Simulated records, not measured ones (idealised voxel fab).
The process module that follows is named voxel capacitor over wiring.
FYI the section here is cut, 150 nm wide, cells are 5 nm squares.
Reading order for cross-sections: top band down to bottom band. Underlying form: a grid of square cells. Band size: one or more rows of cells. Top, bottom (nm), then materials left to right with widths (nm); lone material tagged "throughout" fills the whole band edge to edge; "air" = empty space. The level at which height equals 0 is the one under which the wafer, as it arrives, is entirely one material. No lower edge exists for the bottom band, which continues downward and is notated as in "top 0, no bottom". Graded width ("30..40"): value in top row of band = first number; value in bottom row = second number; row-to-row change constant. You'll sometimes find "remained unchanged" written for a step, and that's the way of saying that nowhere in the cross-section did a cell change during that step. The label "Non-vented voids" introduces a list of the empty spaces, 8 cells or larger, that have no open way up to the top; each entry in it reads width x height at distance, where the distance is taken from the left edge and all three are stated in nm. Text after the settings on a step's line: the simulator's own remark on that step. overlay nm: mask right of planned place by this much (step with mask). Neg. = left.
LIST OF PLANNED PROCESS STEPS
| 1 | RECEIVE: material Si |
| 2 | CONFORMAL_DEP: material SiO2, thk nm 15 |
| 3 | DIRECTIONAL_DEP: material TiN, thk nm 5 |
| 4 | DIRECTIONAL_DEP: material Ru, thk nm 15 |
| 5 | MASKED_ETCH: tone cover, mask id METAL_1, width nm 20, pitch nm 75, etch materials Ru, depth nm 15, overlay nm 0 |
| 6 | MASKED_ETCH: tone cover, mask id METAL_1, width nm 20, pitch nm 75, etch materials TiN, depth nm 5, overlay nm 0 |
| 7 | FILL_DEP: material lowk, thk nm 5 |
| 8 | CMP: height nm 35 |
| 9 | CONFORMAL_DEP: material SiCN, thk nm 5 |
| 10 | DIRECTIONAL_DEP: material SiO2, thk nm 10 |
| 11 | DIRECTIONAL_DEP: material aC, thk nm 10 |
| 12 | PATTERN: tone open, mask id PLUG_1, material resist, width nm 15, thk nm 30, overlay nm 0 |
| 13 | DIRECTIONAL_ETCH: etch materials aC, depth nm 10 |
| 14 | STRIP: etch materials resist |
| 15 | DIRECTIONAL_ETCH: etch materials SiO2, depth nm 10 |
| 16 | DIRECTIONAL_ETCH: etch materials SiCN, depth nm 5 |
| 17 | STRIP: etch materials aC |
| 18 | EPI: material Ru, thk nm 10 |
| 19 | EPI: material Ru, thk nm 5 |
| 20 | DIRECTIONAL_DEP: material TiN, thk nm 10 |
| 21 | DIRECTIONAL_DEP: material Al2O3, thk nm 5 |
| 22 | DIRECTIONAL_DEP: material TiN, thk nm 5 |
| 23 | DIRECTIONAL_DEP: material aC, thk nm 10 |
| 24 | PATTERN: tone cover, mask id UPPER_PLATE, material resist, width nm 60, thk nm 25, overlay nm 0 |
| 25 | DIRECTIONAL_ETCH: etch materials aC, depth nm 10 |
| 26 | STRIP: etch materials resist |
| 27 | DIRECTIONAL_ETCH: etch materials TiN, depth nm 5 |
| 28 | DIRECTIONAL_ETCH: etch materials Al2O3, depth nm 5 |
| 29 | STRIP: etch materials aC |
| 30 | DIRECTIONAL_DEP: material aC, thk nm 15 |
| 31 | PATTERN: tone cover, mask id LOWER_PLATE, material resist, width nm 70, thk nm 30, overlay nm 0 |
| 32 | DIRECTIONAL_ETCH: etch materials aC, depth nm 15 |
| 33 | STRIP: etch materials resist |
| 34 | DIRECTIONAL_ETCH: etch materials TiN, depth nm 10 |
| 35 | STRIP: etch materials aC |
| 36 | FILL_DEP: material SiO2, thk nm 20 |
| 37 | CMP: height nm 85 |
| 38 | MASKED_ETCH: tone open, mask id PLUG_2, width nm 15, etch materials SiO2, depth nm 15, overlay nm 0 |
| 39 | CONFORMAL_DEP: material TiN, thk nm 5 |
| 40 | FILL_DEP: material W, thk nm 10 |
| 41 | CMP: height nm 85 |
| 42 | CONFORMAL_DEP: material SiN, thk nm 5 |
THE FIRST OF THE TWO WAFERS, WHICH RAN AS PLANNED
CROSS-SECTION OF THE WAFER AS IT CAME TO US, I.E., ALREADY THROUGH STEP 1
	top 0, no bottom: Si throughout
	Non-vented voids: none
CROSS-SECTION THROUGH THE WAFER, STEP 2 FINISHED
	top 15, bottom 0: SiO2 throughout
	Beneath the level 0, the cross-section is identical to its previous state.
CROSS-SECTION THROUGH THE WAFER, STEP 3 FINISHED
	top 20, bottom 15: TiN throughout
	Beneath the level 15, the cross-section is identical to its previous state.
CROSS-SECTION THROUGH THE WAFER, STEP 4 FINISHED
	top 35, bottom 20: Ru throughout
	Beneath the level 20, the cross-section is identical to its previous state.
CROSS-SECTION THROUGH THE WAFER, STEP 5 FINISHED
	top 35, bottom 20: air 25 / Ru 20 / air 55 / Ru 20 / air 30
	Beneath the level 20, the cross-section is identical to its previous state.
CROSS-SECTION THROUGH THE WAFER, STEP 6 FINISHED
	top 35, bottom 20: air 25 / Ru 20 / air 55 / Ru 20 / air 30
	top 20, bottom 15: air 25 / TiN 20 / air 55 / TiN 20 / air 30
	Beneath the level 15, the cross-section is identical to its previous state.
CROSS-SECTION THROUGH THE WAFER, STEP 7 FINISHED
	top 40, bottom 35: lowk throughout
	top 35, bottom 20: lowk 25 / Ru 20 / lowk 55 / Ru 20 / lowk 30
	top 20, bottom 15: lowk 25 / TiN 20 / lowk 55 / TiN 20 / lowk 30
	Beneath the level 15, the cross-section is identical to its previous state.
CROSS-SECTION THROUGH THE WAFER, STEP 8 FINISHED
	top 35, bottom 20: lowk 25 / Ru 20 / lowk 55 / Ru 20 / lowk 30
	Beneath the level 20, the cross-section is identical to its previous state.
CROSS-SECTION THROUGH THE WAFER, STEP 9 FINISHED
	top 40, bottom 35: SiCN throughout
	Beneath the level 35, the cross-section is identical to its previous state.
CROSS-SECTION THROUGH THE WAFER, STEP 10 FINISHED
	top 50, bottom 40: SiO2 throughout
	Beneath the level 40, the cross-section is identical to its previous state.
CROSS-SECTION THROUGH THE WAFER, STEP 11 FINISHED
	top 60, bottom 50: aC throughout
	Beneath the level 50, the cross-section is identical to its previous state.
CROSS-SECTION THROUGH THE WAFER, STEP 12 FINISHED
	top 90, bottom 60: resist 30 / air 15 / resist 105
	Beneath the level 60, the cross-section is identical to its previous state.
CROSS-SECTION THROUGH THE WAFER, STEP 13 FINISHED
	top 80, bottom 60: resist 30 / air 15 / resist 105
	top 60, bottom 50: aC 30 / air 15 / aC 105
	Beneath the level 50, the cross-section is identical to its previous state.
CROSS-SECTION THROUGH THE WAFER, STEP 14 FINISHED
	top 60, bottom 50: aC 30 / air 15 / aC 105
	Beneath the level 50, the cross-section is identical to its previous state.
CROSS-SECTION THROUGH THE WAFER, STEP 15 FINISHED
	top 60, bottom 50: aC 30 / air 15 / aC 105
	top 50, bottom 40: SiO2 30 / air 15 / SiO2 105
	Beneath the level 40, the cross-section is identical to its previous state.
CROSS-SECTION THROUGH THE WAFER, STEP 16 FINISHED
	top 60, bottom 50: aC 30 / air 15 / aC 105
	top 50, bottom 40: SiO2 30 / air 15 / SiO2 105
	top 40, bottom 35: SiCN 30 / air 15 / SiCN 105
	Beneath the level 35, the cross-section is identical to its previous state.
CROSS-SECTION THROUGH THE WAFER, STEP 17 FINISHED
	top 50, bottom 40: SiO2 30 / air 15 / SiO2 105
	Beneath the level 40, the cross-section is identical to its previous state.
CROSS-SECTION THROUGH THE WAFER, STEP 18 FINISHED
	top 50, bottom 45: SiO2 30 / air 15 / SiO2 105
	top 45, bottom 40: SiO2 30 / Ru 15 / SiO2 105
	top 40, bottom 35: SiCN 30 / Ru 15 / SiCN 105
	Beneath the level 35, the cross-section is identical to its previous state.
CROSS-SECTION THROUGH THE WAFER, STEP 19 FINISHED
	top 50, bottom 40: SiO2 30 / Ru 15 / SiO2 105
	Beneath the level 40, the cross-section is identical to its previous state.
CROSS-SECTION THROUGH THE WAFER, STEP 20 FINISHED
	top 60, bottom 50: TiN throughout
	Beneath the level 50, the cross-section is identical to its previous state.
CROSS-SECTION THROUGH THE WAFER, STEP 21 FINISHED
	top 65, bottom 60: Al2O3 throughout
	Beneath the level 60, the cross-section is identical to its previous state.
CROSS-SECTION THROUGH THE WAFER, STEP 22 FINISHED
	top 70, bottom 65: TiN throughout
	Beneath the level 65, the cross-section is identical to its previous state.
CROSS-SECTION THROUGH THE WAFER, STEP 23 FINISHED
	top 80, bottom 70: aC throughout
	Beneath the level 70, the cross-section is identical to its previous state.
CROSS-SECTION THROUGH THE WAFER, STEP 24 FINISHED
	top 105, bottom 80: air 30 / resist 60 / air 60
	Beneath the level 80, the cross-section is identical to its previous state.
CROSS-SECTION THROUGH THE WAFER, STEP 25 FINISHED
	top 95, bottom 80: air 30 / resist 60 / air 60
	top 80, bottom 70: air 30 / aC 60 / air 60
	Beneath the level 70, the cross-section is identical to its previous state.
CROSS-SECTION THROUGH THE WAFER, STEP 26 FINISHED
	top 80, bottom 70: air 30 / aC 60 / air 60
	Beneath the level 70, the cross-section is identical to its previous state.
CROSS-SECTION THROUGH THE WAFER, STEP 27 FINISHED
	top 80, bottom 70: air 30 / aC 60 / air 60
	top 70, bottom 65: air 30 / TiN 60 / air 60
	Beneath the level 65, the cross-section is identical to its previous state.
CROSS-SECTION THROUGH THE WAFER, STEP 28 FINISHED
	top 80, bottom 70: air 30 / aC 60 / air 60
	top 70, bottom 65: air 30 / TiN 60 / air 60
	top 65, bottom 60: air 30 / Al2O3 60 / air 60
	Beneath the level 60, the cross-section is identical to its previous state.
CROSS-SECTION THROUGH THE WAFER, STEP 29 FINISHED
	top 70, bottom 65: air 30 / TiN 60 / air 60
	Beneath the level 65, the cross-section is identical to its previous state.
CROSS-SECTION THROUGH THE WAFER, STEP 30 FINISHED
	top 85, bottom 75: air 30 / aC 60 / air 60
	top 75, bottom 70: aC throughout
	top 70, bottom 65: aC 30 / TiN 60 / aC 60
	top 65, bottom 60: aC 30 / Al2O3 60 / aC 60
	Beneath the level 60, the cross-section is identical to its previous state.
CROSS-SECTION THROUGH THE WAFER, STEP 31 FINISHED
	top 115, bottom 85: air 25 / resist 70 / air 55
	top 85, bottom 75: air 25 / resist 5 / aC 60 / resist 5 / air 55
	Beneath the level 75, the cross-section is identical to its previous state.
CROSS-SECTION THROUGH THE WAFER, STEP 32 FINISHED
	top 100, bottom 85: air 25 / resist 70 / air 55
	top 85, bottom 75: air 25 / resist 5 / aC 60 / resist 5 / air 55
	top 75, bottom 70: air 25 / aC 70 / air 55
	top 70, bottom 65: air 25 / aC 5 / TiN 60 / aC 5 / air 55
	top 65, bottom 60: air 25 / aC 5 / Al2O3 60 / aC 5 / air 55
	Beneath the level 60, the cross-section is identical to its previous state.
CROSS-SECTION THROUGH THE WAFER, STEP 33 FINISHED
	top 85, bottom 75: air 30 / aC 60 / air 60
	Beneath the level 75, the cross-section is identical to its previous state.
CROSS-SECTION THROUGH THE WAFER, STEP 34 FINISHED
	top 85, bottom 75: air 30 / aC 60 / air 60
	top 75, bottom 70: air 25 / aC 70 / air 55
	top 70, bottom 65: air 25 / aC 5 / TiN 60 / aC 5 / air 55
	top 65, bottom 60: air 25 / aC 5 / Al2O3 60 / aC 5 / air 55
	top 60, bottom 50: air 25 / TiN 70 / air 55
	Beneath the level 50, the cross-section is identical to its previous state.
CROSS-SECTION THROUGH THE WAFER, STEP 35 FINISHED
	top 70, bottom 65: air 30 / TiN 60 / air 60
	top 65, bottom 60: air 30 / Al2O3 60 / air 60
	Beneath the level 60, the cross-section is identical to its previous state.
CROSS-SECTION THROUGH THE WAFER, STEP 36 FINISHED
	top 90, bottom 70: SiO2 throughout
	top 70, bottom 65: SiO2 30 / TiN 60 / SiO2 60
	top 65, bottom 60: SiO2 30 / Al2O3 60 / SiO2 60
	top 60, bottom 50: SiO2 25 / TiN 70 / SiO2 55
	Beneath the level 50, the cross-section is identical to its previous state.
CROSS-SECTION THROUGH THE WAFER, STEP 37 FINISHED
	top 85, bottom 70: SiO2 throughout
	Beneath the level 70, the cross-section is identical to its previous state.
CROSS-SECTION THROUGH THE WAFER, STEP 38 FINISHED
	top 85, bottom 70: SiO2 40 / air 15 / SiO2 95
	Beneath the level 70, the cross-section is identical to its previous state.
CROSS-SECTION THROUGH THE WAFER, STEP 39 FINISHED
	top 90, bottom 85: TiN 45 / air 5 / TiN 100
	top 85, bottom 75: SiO2 40 / TiN 5 / air 5 / TiN 5 / SiO2 95
	top 75, bottom 65: SiO2 40..30 / TiN 15..60 / SiO2 95..60
	Beneath the level 65, the cross-section is identical to its previous state.
CROSS-SECTION THROUGH THE WAFER, STEP 40 FINISHED
	top 100, bottom 90: W throughout
	top 90, bottom 85: TiN 45 / W 5 / TiN 100
	top 85, bottom 75: SiO2 40 / TiN 5 / W 5 / TiN 5 / SiO2 95
	Beneath the level 75, the cross-section is identical to its previous state.
CROSS-SECTION THROUGH THE WAFER, STEP 41 FINISHED
	top 85, bottom 75: SiO2 40 / TiN 5 / W 5 / TiN 5 / SiO2 95
	Beneath the level 75, the cross-section is identical to its previous state.
CROSS-SECTION THROUGH THE WAFER, STEP 42 FINISHED
	top 90, bottom 85: SiN throughout
	Beneath the level 85, the cross-section is identical to its previous state.
OKAY, SECOND WAFER. NOTHING DIFFERENT AT THE START, NOTHING DIFFERENT IN THE PLAN, JUST ONE MISTAKE SOMEWHERE IN THE RUNNING. AS FAR AS STEP 21, COUNTING THAT STEP, IT'S THE FIRST WAFER ALL OVER AGAIN
Second wafer cross-section, taken as of the time the plan sets for step 22 to be done: remained unchanged
SECOND WAFER CROSS-SECTION, TAKEN AS OF THE TIME THE PLAN SETS FOR STEP 23 TO BE DONE
	top 75, bottom 65: aC throughout
	Beneath the level 65, the cross-section is identical to its previous state.
SECOND WAFER CROSS-SECTION, TAKEN AS OF THE TIME THE PLAN SETS FOR STEP 24 TO BE DONE
	top 100, bottom 75: air 30 / resist 60 / air 60
	Beneath the level 75, the cross-section is identical to its previous state.
SECOND WAFER CROSS-SECTION, TAKEN AS OF THE TIME THE PLAN SETS FOR STEP 25 TO BE DONE
	top 90, bottom 75: air 30 / resist 60 / air 60
	top 75, bottom 65: air 30 / aC 60 / air 60
	Beneath the level 65, the cross-section is identical to its previous state.
SECOND WAFER CROSS-SECTION, TAKEN AS OF THE TIME THE PLAN SETS FOR STEP 26 TO BE DONE
	top 75, bottom 65: air 30 / aC 60 / air 60
	Beneath the level 65, the cross-section is identical to its previous state.
Second wafer cross-section, taken as of the time the plan sets for step 27 to be done: remained unchanged
SECOND WAFER CROSS-SECTION, TAKEN AS OF THE TIME THE PLAN SETS FOR STEP 28 TO BE DONE
	top 75, bottom 65: air 30 / aC 60 / air 60
	top 65, bottom 60: air 30 / Al2O3 60 / air 60
	Beneath the level 60, the cross-section is identical to its previous state.
SECOND WAFER CROSS-SECTION, TAKEN AS OF THE TIME THE PLAN SETS FOR STEP 29 TO BE DONE
	top 65, bottom 60: air 30 / Al2O3 60 / air 60
	Beneath the level 60, the cross-section is identical to its previous state.
SECOND WAFER CROSS-SECTION, TAKEN AS OF THE TIME THE PLAN SETS FOR STEP 30 TO BE DONE
	top 80, bottom 75: air 30 / aC 60 / air 60
	top 75, bottom 65: aC throughout
	top 65, bottom 60: aC 30 / Al2O3 60 / aC 60
	Beneath the level 60, the cross-section is identical to its previous state.
SECOND WAFER CROSS-SECTION, TAKEN AS OF THE TIME THE PLAN SETS FOR STEP 31 TO BE DONE
	top 110, bottom 80: air 25 / resist 70 / air 55
	top 80, bottom 75: air 25 / resist 5 / aC 60 / resist 5 / air 55
	Beneath the level 75, the cross-section is identical to its previous state.
SECOND WAFER CROSS-SECTION, TAKEN AS OF THE TIME THE PLAN SETS FOR STEP 32 TO BE DONE
	top 95, bottom 80: air 25 / resist 70 / air 55
	top 80, bottom 75: air 25 / resist 5 / aC 60 / resist 5 / air 55
	top 75, bottom 65: air 25 / aC 70 / air 55
	top 65, bottom 60: air 25 / aC 5 / Al2O3 60 / aC 5 / air 55
	Beneath the level 60, the cross-section is identical to its previous state.
SECOND WAFER CROSS-SECTION, TAKEN AS OF THE TIME THE PLAN SETS FOR STEP 33 TO BE DONE
	top 80, bottom 75: air 30 / aC 60 / air 60
	Beneath the level 75, the cross-section is identical to its previous state.
SECOND WAFER CROSS-SECTION, TAKEN AS OF THE TIME THE PLAN SETS FOR STEP 34 TO BE DONE
	top 80, bottom 75: air 30 / aC 60 / air 60
	top 75, bottom 65: air 25 / aC 70 / air 55
	top 65, bottom 60: air 25 / aC 5 / Al2O3 60 / aC 5 / air 55
	top 60, bottom 50: air 25 / TiN 70 / air 55
	Beneath the level 50, the cross-section is identical to its previous state.
SECOND WAFER CROSS-SECTION, TAKEN AS OF THE TIME THE PLAN SETS FOR STEP 35 TO BE DONE
	top 65, bottom 60: air 30 / Al2O3 60 / air 60
	Beneath the level 60, the cross-section is identical to its previous state.
SECOND WAFER CROSS-SECTION, TAKEN AS OF THE TIME THE PLAN SETS FOR STEP 36 TO BE DONE
	top 85, bottom 65: SiO2 throughout
	top 65, bottom 60: SiO2 30 / Al2O3 60 / SiO2 60
	top 60, bottom 50: SiO2 25 / TiN 70 / SiO2 55
	Beneath the level 50, the cross-section is identical to its previous state.
Second wafer cross-section, taken as of the time the plan sets for step 37 to be done: remained unchanged
SECOND WAFER CROSS-SECTION, TAKEN AS OF THE TIME THE PLAN SETS FOR STEP 38 TO BE DONE
	top 85, bottom 70: SiO2 40 / air 15 / SiO2 95
	Beneath the level 70, the cross-section is identical to its previous state.
SECOND WAFER CROSS-SECTION, TAKEN AS OF THE TIME THE PLAN SETS FOR STEP 39 TO BE DONE
	top 90, bottom 85: TiN 45 / air 5 / TiN 100
	top 85, bottom 75: SiO2 40 / TiN 5 / air 5 / TiN 5 / SiO2 95
	top 75, bottom 70: SiO2 40 / TiN 15 / SiO2 95
	Beneath the level 70, the cross-section is identical to its previous state.
SECOND WAFER CROSS-SECTION, TAKEN AS OF THE TIME THE PLAN SETS FOR STEP 40 TO BE DONE
	top 100, bottom 90: W throughout
	top 90, bottom 85: TiN 45 / W 5 / TiN 100
	top 85, bottom 75: SiO2 40 / TiN 5 / W 5 / TiN 5 / SiO2 95
	Beneath the level 75, the cross-section is identical to its previous state.
SECOND WAFER CROSS-SECTION, TAKEN AS OF THE TIME THE PLAN SETS FOR STEP 41 TO BE DONE
	top 85, bottom 75: SiO2 40 / TiN 5 / W 5 / TiN 5 / SiO2 95
	Beneath the level 75, the cross-section is identical to its previous state.
SECOND WAFER CROSS-SECTION, TAKEN AS OF THE TIME THE PLAN SETS FOR STEP 42 TO BE DONE
	top 90, bottom 85: SiN throughout
	Beneath the level 85, the cross-section is identical to its previous state.
what went wrong: step 22 of the plan was omitted and not executed
End of process, cell counts, second wafer against first, materials with more or fewer: +12 SiO2; -12 TiN
